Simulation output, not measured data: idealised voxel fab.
The following is a process module called voxel gate over fins.
The cross-section on display is named cut; it measures 165 nm wide, and its cells are 5 nm squares.
How to read a cross-section here: the picture is a grid of square cells, written as bands going from the top down, and any band can span one or more rows of cells. Top, bottom (nm), then materials left to right with widths (nm); lone material tagged "full width" fills the whole band edge to edge; "blank" = empty space. Height reference: 0 = level under which incoming wafer is all one material. Lowest band: no bottom, runs on downward, e.g. "0 nm and below". A two-number width, for instance "30->40", indicates that the width is equal to the first number in the top row of the band and to the second number in the bottom row, and that it changes by a constant amount per row of cells. Where a step carries "identical to before", the cross-section came out of it unchanged, cell for cell. Entry "Enclosed empty spaces" = empty spaces >= 8 cells with no open way to the top; each as width x height at distance, distance from left edge, all nm. What comes after the settings on a step's line is commentary from the simulator itself on that step. overlay nm: where the mask lay relative to plan, measured to the right, on steps with a mask; negatives go left.

[The planned process steps are enumerated hereunder]
1 RECEIVE,material Si
2 CONFORMAL_DEP,material SiN,thk nm 5
3 PATTERN,tone cover,mask id FINS,material resist,width nm 15,pitch nm 45,thk nm 20,overlay nm 0
4 DIRECTIONAL_ETCH,etch materials SiN,depth nm 5
5 DIRECTIONAL_ETCH,etch materials Si,depth nm 30
6 STRIP,etch materials resist
7 FILL_DEP,material SiO2,thk nm 15
8 CMP,height nm 5
9 SELECTIVE_ETCH,etch materials SiO2,depth nm 20
10 STRIP,etch materials SiN
11 CONFORMAL_DEP,material HfO2,thk nm 5
12 CONFORMAL_DEP,material TiN,thk nm 5
13 CONFORMAL_DEP,material TiAl,thk nm 5
14 CONFORMAL_DEP,material TiN,thk nm 5
15 FILL_DEP,material W,thk nm 10
16 CMP,height nm 25
17 CONFORMAL_DEP,material SiCN,thk nm 10

[The first of the two wafers, which ran as planned]

[The cross-section here shows the wafer as received, i.e. in its state after step 1]
0 nm and below  Si full width
Enclosed empty spaces: none

[The following cross-section depicts the wafer upon completion of step 2]
5 nm to 0 nm  SiN full width
Nothing below the height 0 has changed.

[The following cross-section depicts the wafer upon completion of step 3]
25 nm to 5 nm  50 blank, 15 resist, 30 blank, 15 resist, 55 blank
Nothing below the height 5 has changed.

[The following cross-section depicts the wafer upon completion of step 4]
25 nm to 5 nm  50 blank, 15 resist, 30 blank, 15 resist, 55 blank
5 nm to 0 nm  50 blank, 15 SiN, 30 blank, 15 SiN, 55 blank
Nothing below the height 0 has changed.

[The following cross-section depicts the wafer upon completion of step 5]
25 nm to 5 nm  50 blank, 15 resist, 30 blank, 15 resist, 55 blank
5 nm to 0 nm  50 blank, 15 SiN, 30 blank, 15 SiN, 55 blank
0 nm to -30 nm  50 blank, 15 Si, 30 blank, 15 Si, 55 blank
Nothing below the height -30 has changed.

[The following cross-section depicts the wafer upon completion of step 6]
5 nm to 0 nm  50 blank, 15 SiN, 30 blank, 15 SiN, 55 blank
Nothing below the height 0 has changed.

[The following cross-section depicts the wafer upon completion of step 7]
20 nm to 5 nm  SiO2 full width
5 nm to 0 nm  50 SiO2, 15 SiN, 30 SiO2, 15 SiN, 55 SiO2
0 nm to -30 nm  50 SiO2, 15 Si, 30 SiO2, 15 Si, 55 SiO2
Nothing below the height -30 has changed.

[The following cross-section depicts the wafer upon completion of step 8]
5 nm to 0 nm  50 SiO2, 15 SiN, 30 SiO2, 15 SiN, 55 SiO2
Nothing below the height 0 has changed.

[The following cross-section depicts the wafer upon completion of step 9]
5 nm to 0 nm  50 blank, 15 SiN, 30 blank, 15 SiN, 55 blank
0 nm to -15 nm  50 blank, 15 Si, 30 blank, 15 Si, 55 blank
Nothing below the height -15 has changed.

[The following cross-section depicts the wafer upon completion of step 10]
0 nm to -15 nm  50 blank, 15 Si, 30 blank, 15 Si, 55 blank
Nothing below the height -15 has changed.

[The following cross-section depicts the wafer upon completion of step 11]
5 nm to 0 nm  45 blank, 25 HfO2, 20 blank, 25 HfO2, 50 blank
0 nm to -10 nm  45 blank, 5 HfO2, 15 Si, 5 HfO2, 20 blank, 5 HfO2, 15 Si, 5 HfO2, 50 blank
-10 nm to -15 nm  50 HfO2, 15 Si, 30 HfO2, 15 Si, 55 HfO2
Nothing below the height -15 has changed.

[The following cross-section depicts the wafer upon completion of step 12]
10 nm to 5 nm  40 blank, 35 TiN, 10 blank, 35 TiN, 45 blank
5 nm to 0 nm  40 blank, 5 TiN, 25 HfO2, 5 TiN, 10 blank, 5 TiN, 25 HfO2, 5 TiN, 45 blank
0 nm to -5 nm  40 blank, 5 TiN, 5 HfO2, 15 Si, 5 HfO2, 5 TiN, 10 blank, 5 TiN, 5 HfO2, 15 Si, 5 HfO2, 5 TiN, 45 blank
-5 nm to -10 nm  45 TiN, 5 HfO2, 15 Si, 5 HfO2, 20 TiN, 5 HfO2, 15 Si, 5 HfO2, 50 TiN
Nothing below the height -10 has changed.

[The following cross-section depicts the wafer upon completion of step 13]
15 nm to 10 nm  35 blank, 90 TiAl, 40 blank
10 nm to 5 nm  35 blank, 5 TiAl, 35 TiN, 10 TiAl, 35 TiN, 5 TiAl, 40 blank
5 nm to 0 nm  35 blank, 5 TiAl, 5 TiN, 25 HfO2, 5 TiN, 10 TiAl, 5 TiN, 25 HfO2, 5 TiN, 5 TiAl, 40 blank
0 nm to -5 nm  40 TiAl, 5 TiN, 5 HfO2, 15 Si, 5 HfO2, 5 TiN, 10 TiAl, 5 TiN, 5 HfO2, 15 Si, 5 HfO2, 5 TiN, 45 TiAl
Nothing below the height -5 has changed.

[The following cross-section depicts the wafer upon completion of step 14]
20 nm to 15 nm  30 blank, 100 TiN, 35 blank
15 nm to 10 nm  30 blank, 5 TiN, 90 TiAl, 5 TiN, 35 blank
10 nm to 5 nm  30 blank, 5 TiN, 5 TiAl, 35 TiN, 10 TiAl, 35 TiN, 5 TiAl, 5 TiN, 35 blank
5 nm to 0 nm  35 TiN, 5 TiAl, 5 TiN, 25 HfO2, 5 TiN, 10 TiAl, 5 TiN, 25 HfO2, 5 TiN, 5 TiAl, 40 TiN
Nothing below the height 0 has changed.

[The following cross-section depicts the wafer upon completion of step 15]
30 nm to 20 nm  W full width
20 nm to 15 nm  30 W, 100 TiN, 35 W
15 nm to 10 nm  30 W, 5 TiN, 90 TiAl, 5 TiN, 35 W
10 nm to 5 nm  30 W, 5 TiN, 5 TiAl, 35 TiN, 10 TiAl, 35 TiN, 5 TiAl, 5 TiN, 35 W
Nothing below the height 5 has changed.

[The following cross-section depicts the wafer upon completion of step 16]
25 nm to 20 nm  W full width
Nothing below the height 20 has changed.

[The following cross-section depicts the wafer upon completion of step 17]
35 nm to 25 nm  SiCN full width
Nothing below the height 25 has changed.

[Second wafer, same starting conditions and recipe as the first, one mistake in executing it, nothing differs from the first up to and including step 2]

[The second wafer in cross-section, at the planned close of step 3]
25 nm to 5 nm  45 blank, 15 resist, 30 blank, 15 resist, 60 blank
Nothing below the height 5 has changed.

[The second wafer in cross-section, at the planned close of step 4]
25 nm to 5 nm  45 blank, 15 resist, 30 blank, 15 resist, 60 blank
5 nm to 0 nm  45 blank, 15 SiN, 30 blank, 15 SiN, 60 blank
Nothing below the height 0 has changed.

[The second wafer in cross-section, at the planned close of step 5]
25 nm to 5 nm  45 blank, 15 resist, 30 blank, 15 resist, 60 blank
5 nm to 0 nm  45 blank, 15 SiN, 30 blank, 15 SiN, 60 blank
0 nm to -30 nm  45 blank, 15 Si, 30 blank, 15 Si, 60 blank
Nothing below the height -30 has changed.

[The second wafer in cross-section, at the planned close of step 6]
5 nm to 0 nm  45 blank, 15 SiN, 30 blank, 15 SiN, 60 blank
Nothing below the height 0 has changed.

[The second wafer in cross-section, at the planned close of step 7]
20 nm to 5 nm  SiO2 full width
5 nm to 0 nm  45 SiO2, 15 SiN, 30 SiO2, 15 SiN, 60 SiO2
0 nm to -30 nm  45 SiO2, 15 Si, 30 SiO2, 15 Si, 60 SiO2
Nothing below the height -30 has changed.

[The second wafer in cross-section, at the planned close of step 8]
5 nm to 0 nm  45 SiO2, 15 SiN, 30 SiO2, 15 SiN, 60 SiO2
Nothing below the height 0 has changed.

[The second wafer in cross-section, at the planned close of step 9]
5 nm to 0 nm  45 blank, 15 SiN, 30 blank, 15 SiN, 60 blank
0 nm to -15 nm  45 blank, 15 Si, 30 blank, 15 Si, 60 blank
Nothing below the height -15 has changed.

[The second wafer in cross-section, at the planned close of step 10]
0 nm to -15 nm  45 blank, 15 Si, 30 blank, 15 Si, 60 blank
Nothing below the height -15 has changed.

[The second wafer in cross-section, at the planned close of step 11]
5 nm to 0 nm  40 blank, 25 HfO2, 20 blank, 25 HfO2, 55 blank
0 nm to -10 nm  40 blank, 5 HfO2, 15 Si, 5 HfO2, 20 blank, 5 HfO2, 15 Si, 5 HfO2, 55 blank
-10 nm to -15 nm  45 HfO2, 15 Si, 30 HfO2, 15 Si, 60 HfO2
Nothing below the height -15 has changed.

[The second wafer in cross-section, at the planned close of step 12]
10 nm to 5 nm  35 blank, 35 TiN, 10 blank, 35 TiN, 50 blank
5 nm to 0 nm  35 blank, 5 TiN, 25 HfO2, 5 TiN, 10 blank, 5 TiN, 25 HfO2, 5 TiN, 50 blank
0 nm to -5 nm  35 blank, 5 TiN, 5 HfO2, 15 Si, 5 HfO2, 5 TiN, 10 blank, 5 TiN, 5 HfO2, 15 Si, 5 HfO2, 5 TiN, 50 blank
-5 nm to -10 nm  40 TiN, 5 HfO2, 15 Si, 5 HfO2, 20 TiN, 5 HfO2, 15 Si, 5 HfO2, 55 TiN
Nothing below the height -10 has changed.

[The second wafer in cross-section, at the planned close of step 13]
15 nm to 10 nm  30 blank, 90 TiAl, 45 blank
10 nm to 5 nm  30 blank, 5 TiAl, 35 TiN, 10 TiAl, 35 TiN, 5 TiAl, 45 blank
5 nm to 0 nm  30 blank, 5 TiAl, 5 TiN, 25 HfO2, 5 TiN, 10 TiAl, 5 TiN, 25 HfO2, 5 TiN, 5 TiAl, 45 blank
0 nm to -5 nm  35 TiAl, 5 TiN, 5 HfO2, 15 Si, 5 HfO2, 5 TiN, 10 TiAl, 5 TiN, 5 HfO2, 15 Si, 5 HfO2, 5 TiN, 50 TiAl
Nothing below the height -5 has changed.

[The second wafer in cross-section, at the planned close of step 14]
20 nm to 15 nm  25 blank, 100 TiN, 40 blank
15 nm to 10 nm  25 blank, 5 TiN, 90 TiAl, 5 TiN, 40 blank
10 nm to 5 nm  25 blank, 5 TiN, 5 TiAl, 35 TiN, 10 TiAl, 35 TiN, 5 TiAl, 5 TiN, 40 blank
5 nm to 0 nm  30 TiN, 5 TiAl, 5 TiN, 25 HfO2, 5 TiN, 10 TiAl, 5 TiN, 25 HfO2, 5 TiN, 5 TiAl, 45 TiN
Nothing below the height 0 has changed.

[The second wafer in cross-section, at the planned close of step 15]
30 nm to 20 nm  W full width
20 nm to 15 nm  25 W, 100 TiN, 40 W
15 nm to 10 nm  25 W, 5 TiN, 90 TiAl, 5 TiN, 40 W
10 nm to 5 nm  25 W, 5 TiN, 5 TiAl, 35 TiN, 10 TiAl, 35 TiN, 5 TiAl, 5 TiN, 40 W
Nothing below the height 5 has changed.

[The second wafer in cross-section, at the planned close of step 16]
25 nm to 20 nm  W full width
Nothing below the height 20 has changed.

[The second wafer in cross-section, at the planned close of step 17]
35 nm to 25 nm  SiCN full width
Nothing below the height 25 has changed.
The mistake made against the process plan was this: contrary to plan, step 3 was performed as PATTERN,tone cover,mask id FINS,material resist,width nm 15,pitch nm 45,thk nm 20,overlay nm -5
At the end, each material covers as many cells on the second wafer as it does on the first, though the cells it covers are elsewhere.
